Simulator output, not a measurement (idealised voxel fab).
Process module heading - voxel local oxidation
Pictured: cross-section cut, 245 nm wide, on a grid of 5 nm square cells.
If you're reading a cross-section in this doc, picture square cells in a grid; it comes to you as bands, top ones listed first down to the bottom, and a band can be one or more rows of cells. In this notation a band is specified by the heights of its top and bottom, in that order and in nm, after which its materials appear from left to right, each paired with its width in nm. The word "everywhere" attached to a single material means that material fills the band from edge to edge; the word "blank" stands for empty space. Convention: height 0 is the level below which the wafer, as received, is all one material. The lowest band does not terminate at the bottom but continues downward, represented as "z 0 and below". Top row gets the first number, bottom row gets the second, and each row in between changes by the same step: that is how a band width like "30..40" works. Step marked "remained the same"? Then no cell in the cross-section changed in it. So "Enclosed voids" is basically the list of trapped voids: any empty space of 8 cells or more that can't reach the top through an opening. They're written width x height at distance, the distance being from the left edge, and it's all nm. Text after the settings on a step's line: the simulator's own remark on that step. When a step includes a mask, the "overlay nm" setting on its line states how far to the right of its planned place that mask lay, and negative values state how far to the left.
### plan
1. RECEIVE with material Si
2. OXIDIZE with depth nm 5
3. CONFORMAL_DEP with material SiN, thk nm 15
4. DIRECTIONAL_DEP with material aC, thk nm 15
5. PATTERN with tone cover, mask id ACTIVE, material resist, width nm 95, thk nm 30, overlay nm 0
6. DIRECTIONAL_ETCH with etch materials aC, depth nm 15
7. STRIP with etch materials resist
8. DIRECTIONAL_ETCH with etch materials SiN, depth nm 15
9. STRIP with etch materials aC
10. SELECTIVE_ETCH with etch materials SiO2, depth nm 5
11. OXIDIZE with depth nm 15
12. STRIP with etch materials SiN
The plan shows the width nm of step 5 as the first wafer had it; this setting differs between the wafers, which start out alike.
### Received condition of the first of several wafers, sectioned: post-step 1
  z 0 and below | Si everywhere
  Enclosed voids: none
### Table: wafers, a row each; end-of-module cell change per material since receipt, gain (+), loss (-); then closed voids
width nm 95, -163 Si, +131 SiO2, Enclosed voids: none
width nm 100, -160 Si, +129 SiO2, Enclosed voids: none
width nm 105, -157 Si, +127 SiO2, Enclosed voids: none
width nm 110, -154 Si, +125 SiO2, Enclosed voids: none
width nm 115, -151 Si, +123 SiO2, Enclosed voids: none
width nm 120, -148 Si, +121 SiO2, Enclosed voids: none
